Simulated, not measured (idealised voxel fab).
process module | voxel self aligned contacts
cross-section cut | 230 nm wide | cells 5 nm
A cross-section is a grid of square cells, given in bands from the top down. A band is one or more rows of cells.
Each band's line starts with the height of the band's top and of its bottom, in nm. Then come its materials from left to right, each with its width in nm. One material with "throughout" fills the band from edge to edge. "air" is empty space.
Height 0 is the level under which the wafer as received is all one material. The lowest band goes on downwards, as in "0 down".
A width such as "30 to 40" changes by the same amount from each row of cells to the next, from the band's top row to its bottom row.
"no change" after a step means that no cell of the cross-section changed.
closed voids: empty space of 8 cells or more with no open way to the top, each as width x height at its distance from the left edge, in nm
after a step's settings: what the simulator itself notes on the step
overlay nm, on a step with a mask: how far to the right of its planned place the mask lay; to the left if negative
plan
1 op RECEIVE | material Si
2 op OXIDIZE | depth nm 5
3 op DIRECTIONAL_DEP | material polySi | thk nm 30
4 op DIRECTIONAL_DEP | material SiN | thk nm 25
5 op PATTERN | tone cover | mask id GATE | material resist | width nm 30 | pitch nm 65 | thk nm 20 | overlay nm 0
6 op DIRECTIONAL_ETCH | etch materials SiN | depth nm 25
7 op DIRECTIONAL_ETCH | etch materials polySi | depth nm 30
8 op STRIP | etch materials resist
9 op CONFORMAL_DEP | material SiN | thk nm 10
10 op DIRECTIONAL_ETCH | etch materials SiN | depth nm 10
11 op FILL_DEP | material SiO2 | thk nm 20
12 op CMP | height nm 65
13 op DIRECTIONAL_DEP | material aC | thk nm 15
14 op PATTERN | tone open | mask id CONTACT | material resist | width nm 45 | pitch nm 65 | thk nm 35 | overlay nm 0
15 op DIRECTIONAL_ETCH | etch materials aC | depth nm 15
16 op STRIP | etch materials resist
17 op DIRECTIONAL_ETCH | etch materials SiO2 | depth nm 70
18 op STRIP | etch materials aC
19 op CONFORMAL_DEP | material TiN | thk nm 5
20 op FILL_DEP | material W | thk nm 10
21 op CMP | height nm 65
22 op CONFORMAL_DEP | material SiCN | thk nm 5
as received, after step 1
  0 down: Si throughout
  closed voids: none
a wafer at the end: this start, this plan, one mistake
  70 to 65: SiCN throughout
  65 to 60: SiO2 25 | SiN 50 | TiN 5 | W 5 | TiN 5 | SiN 50 | TiN 5 | W 5 | TiN 5 | SiN 50 | SiO2 25
  60 to 55: SiO2 25 | SiN 50 | TiN 15 | SiN 50 | TiN 15 | SiN 50 | SiO2 25
  55 to 30: SiN throughout
  30 to 0: polySi throughout
  0 to -5: SiO2 throughout
  -5 down: Si throughout
  closed voids: none
what went wrong: step 4 was run twice
